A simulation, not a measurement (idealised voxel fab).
Process module in this document: voxel gate over fins
Shown is cross-section cut, with a width of 155 nm and square cells of size 5 nm.
A cross-section is written here as square cells arranged in a grid, and it is given in bands from the top down, each band taking up one or more rows of cells. Within each band entry, the heights of the top and of the bottom of the band appear first, in that order and in nm; the materials of the band then follow from left to right, each with its corresponding width in nm. The designation "everywhere" on a single material indicates that it fills the band from edge to edge; the designation "air" indicates empty space. Beneath 0, the wafer as received is one material, and that level is where height counting begins. The lowest band goes on downward without a bottom; it is written like "0 nm and below". Width "30..40": first value at the band's top row of cells, second value at its bottom row, equal change from row to row. "nothing different" means the step left every cell of the cross-section as it was. "Listed closed voids" - sealed voids, min. 8 cells, no opening to top; format: width x height at distance (distance from left edge; nm throughout). after a step's settings: what the simulator itself notes on the step. overlay nm: on a step with a mask, how far right of its planned place the mask lay; negative means left.

List of planned process steps
1. RECEIVE: material Si
2. CONFORMAL_DEP: material SiN, thk nm 10
3. MASKED_ETCH: tone cover, mask id FINS, width nm 15, pitch nm 55, etch materials SiN, depth nm 10, overlay nm 0
4. MASKED_ETCH: tone cover, mask id FINS, width nm 15, pitch nm 55, etch materials Si, depth nm 30, overlay nm 0
5. FILL_DEP: material SiO2, thk nm 10
6. CMP: height nm 10
7. DIRECTIONAL_DEP: material aC, thk nm 10
8. PATTERN: tone open, mask id RAIL, material resist, width nm 15, thk nm 25, overlay nm 0
9. DIRECTIONAL_ETCH: etch materials aC, depth nm 10
10. STRIP: etch materials resist
11. DIRECTIONAL_ETCH: etch materials SiO2, depth nm 35
12. STRIP: etch materials aC
13. CONFORMAL_DEP: material TiN, thk nm 5
14. FILL_DEP: material W, thk nm 5
15. CMP: height nm 10
16. SELECTIVE_ETCH: etch materials W Ru TiN, depth nm 30
17. FILL_DEP: material SiO2, thk nm 5
18. CMP: height nm 10
19. SELECTIVE_ETCH: etch materials SiO2, depth nm 25
20. STRIP: etch materials SiN
21. CONFORMAL_DEP: material HfO2, thk nm 5
22. CONFORMAL_DEP: material TiN, thk nm 5
23. FILL_DEP: material W, thk nm 15
24. CMP: height nm 20
25. CONFORMAL_DEP: material SiCN, thk nm 10
Wafers differ in width nm at step 4; plan lists the first wafer's value; identical starting state.

Received condition of the first of several wafers, sectioned: post-step 1
0 nm and below | Si everywhere
Listed closed voids: none

Per wafer, end of module: cells gained (+) or lost (-) per material since receipt, then closed voids
width nm 15, +43 HfO2, -150 Si, +62 SiCN, +72 SiO2, +46 TiN, +113 W, Listed closed voids: none
width nm 20, +43 HfO2, -138 Si, +62 SiCN, +66 SiO2, +46 TiN, +107 W, Listed closed voids: none
width nm 25, +43 HfO2, -126 Si, +62 SiCN, +60 SiO2, +46 TiN, +101 W, Listed closed voids: none
width nm 30, +43 HfO2, -114 Si, +62 SiCN, +54 SiO2, +46 TiN, +95 W, Listed closed voids: none
